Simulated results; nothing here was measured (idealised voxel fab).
process module | voxel released beams
cross-section cut | 290 nm wide | cells 5 nm
A cross-section is a grid of square cells, given in bands from the top down. A band is one or more rows of cells.
Each band's line starts with the height of the band's top and of its bottom, in nm. Then come its materials from left to right, each with its width in nm. One material with "throughout" fills the band from edge to edge. "air" is empty space.
Height 0 is the level under which the wafer as received is all one material. The lowest band goes on downwards, as in "0 down".
A width such as "30 to 40" changes by the same amount from each row of cells to the next, from the band's top row to its bottom row.
"no change" after a step means that no cell of the cross-section changed.
closed voids: empty space of 8 cells or more with no open way to the top, each as width x height at its distance from the left edge, in nm
after a step's settings: what the simulator itself notes on the step
overlay nm, on a step with a mask: how far to the right of its planned place the mask lay; to the left if negative
plan
1 op RECEIVE | material Si
2 op CONFORMAL_DEP | material Al2O3 | thk nm 5
3 op DIRECTIONAL_DEP | material SiO2 | thk nm 15
4 op PATTERN | tone open | mask id ANCHOR | material resist | width nm 25 | thk nm 15 | overlay nm 0
5 op DIRECTIONAL_ETCH | etch materials SiO2 | depth nm 15
6 op STRIP | etch materials resist
7 op CONFORMAL_DEP | material polySi | thk nm 10
8 op MASKED_ETCH | tone cover | mask id BEAM | width nm 95 | etch materials polySi | depth nm 10 | overlay nm 0
9 op STRIP | etch materials SiO2
as received, after step 1
  0 down: Si throughout
  closed voids: none
a wafer at the end: this start, this plan, one mistake
  30 to 25: air 95 | polySi 15 | air 5 | polySi 75 | air 100
  25 to 20: polySi 110 | air 5 | polySi 175
  20 to 15: SiO2 100 | polySi 10 | air 5 | polySi 10 | SiO2 165
  15 to 5: SiO2 100 | polySi 25 | SiO2 165
  5 to 0: Al2O3 throughout
  0 down: Si throughout
  closed voids: none
what went wrong: step 8 ran as: op MASKED_ETCH | tone cover | mask id BEAM | width nm 95 | etch materials polySi | depth nm 5 | overlay nm 0
